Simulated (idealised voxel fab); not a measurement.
process module | voxel air gaps
Section cut is 210 nm wide and gridded with 5 nm square cells.
Cross-section = grid of square cells, listed top down in bands; band = one or more rows.
The band entry comprises the height of the band's top followed by the height of its bottom, expressed in nm, and subsequently the band's materials from left to right, each stated together with its width in nm. Where a single material is marked with the word "edge to edge", that material fills the band from edge to edge. The word "air" represents empty space.
Counting heights begins at 0, where everything beneath is, in the wafer as received, one material. The lowest band has no bottom; it goes on downwards, as "top 0, no bottom" shows.
Graded width ("30..40"): value in top row of band = first number; value in bottom row = second number; row-to-row change constant.
"remained the same" means the step left every cell of the cross-section as it was.
Entry "Sealed void listing". Content: empty spaces with no open connection to the top, size 8 cells or greater. Each: width x height at distance. Distance: from left edge. Unit: nm.
Past the settings on a step's line: simulator remark, on that step.
When a step includes a mask, the "overlay nm" setting on its line states how far to the right of its planned place that mask lay, and negative values state how far to the left.
These are the steps we planned for the process
1. RECEIVE with material Si
2. CONFORMAL_DEP with material SiO2, thk nm 10
3. CONFORMAL_DEP with material SiN, thk nm 5
4. DIRECTIONAL_DEP with material lowk, thk nm 35
5. DIRECTIONAL_DEP with material aC, thk nm 15
6. PATTERN with tone open, mask id LINES, material resist, width nm 15, pitch nm 45, thk nm 30, overlay nm 0
7. DIRECTIONAL_ETCH with etch materials aC, depth nm 15
8. STRIP with etch materials resist
9. DIRECTIONAL_ETCH with etch materials lowk, depth nm 35
10. STRIP with etch materials aC
11. CONFORMAL_DEP with material TiN, thk nm 5
12. FILL_DEP with material Ru, thk nm 5
13. CMP with height nm 50
14. EPI with material Ru, thk nm 10
15. SELECTIVE_ETCH with etch materials lowk, depth nm 45
16. CONFORMAL_DEP with material SiCN, thk nm 5
As-received state of the wafer in cross-section, equivalent to post-step 1
	top 0, no bottom | Si edge to edge
	Sealed void listing: none
Cross-section taken at module completion on the first of two wafers; processed per the plan
	top 65, bottom 60 | 15 nm air  180 nm SiCN  15 nm air
	top 60, bottom 50 | 15 nm air  5 nm SiCN  35 nm Ru  10 nm SiCN  35 nm Ru  10 nm SiCN  35 nm Ru  10 nm SiCN  35 nm Ru  5 nm SiCN  15 nm air
	top 50, bottom 45 | 15 nm air  15 nm SiCN  5 nm TiN  5 nm Ru  5 nm TiN  30 nm SiCN  5 nm TiN  5 nm Ru  5 nm TiN  30 nm SiCN  5 nm TiN  5 nm Ru  5 nm TiN  30 nm SiCN  5 nm TiN  5 nm Ru  5 nm TiN  15 nm SiCN  15 nm air
	top 45, bottom 20 | 25 nm air  5 nm SiCN  5 nm TiN  5 nm Ru  5 nm TiN  5 nm SiCN  20 nm air  5 nm SiCN  5 nm TiN  5 nm Ru  5 nm TiN  5 nm SiCN  20 nm air  5 nm SiCN  5 nm TiN  5 nm Ru  5 nm TiN  5 nm SiCN  20 nm air  5 nm SiCN  5 nm TiN  5 nm Ru  5 nm TiN  5 nm SiCN  25 nm air
	top 20, bottom 15 | 30 nm SiCN  15 nm TiN  30 nm SiCN  15 nm TiN  30 nm SiCN  15 nm TiN  30 nm SiCN  15 nm TiN  30 nm SiCN
	top 15, bottom 10 | SiN edge to edge
	top 10, bottom 0 | SiO2 edge to edge
	top 0, no bottom | Si edge to edge
	Sealed void listing: 20 x 25 at 50; 20 x 25 at 95; 20 x 25 at 140
Module end: cross-section of wafer two of two. Same start and process plan as the first wafer. One mistake during execution
	top 65, bottom 60 | 5 nm air  180 nm SiCN  25 nm air
	top 60, bottom 50 | 5 nm air  5 nm SiCN  35 nm Ru  10 nm SiCN  35 nm Ru  10 nm SiCN  35 nm Ru  10 nm SiCN  35 nm Ru  5 nm SiCN  25 nm air
	top 50, bottom 45 | 5 nm air  15 nm SiCN  5 nm TiN  5 nm Ru  5 nm TiN  30 nm SiCN  5 nm TiN  5 nm Ru  5 nm TiN  30 nm SiCN  5 nm TiN  5 nm Ru  5 nm TiN  30 nm SiCN  5 nm TiN  5 nm Ru  5 nm TiN  15 nm SiCN  25 nm air
	top 45, bottom 20 | 15 nm air  5 nm SiCN  5 nm TiN  5 nm Ru  5 nm TiN  5 nm SiCN  20 nm air  5 nm SiCN  5 nm TiN  5 nm Ru  5 nm TiN  5 nm SiCN  20 nm air  5 nm SiCN  5 nm TiN  5 nm Ru  5 nm TiN  5 nm SiCN  20 nm air  5 nm SiCN  5 nm TiN  5 nm Ru  5 nm TiN  5 nm SiCN  35 nm air
	top 20, bottom 15 | 20 nm SiCN  15 nm TiN  30 nm SiCN  15 nm TiN  30 nm SiCN  15 nm TiN  30 nm SiCN  15 nm TiN  40 nm SiCN
	top 15, bottom 10 | SiN edge to edge
	top 10, bottom 0 | SiO2 edge to edge
	top 0, no bottom | Si edge to edge
	Sealed void listing: 20 x 25 at 40; 20 x 25 at 85; 20 x 25 at 130
Misprocessing identified: so step 6 ended up running with a different setting than we planned, it ran as PATTERN with tone open, mask id LINES, material resist, width nm 15, pitch nm 45, thk nm 30, overlay nm -10
Matching per-material cell counts, mismatched positions: that is how the second wafer compares with the first at the end.
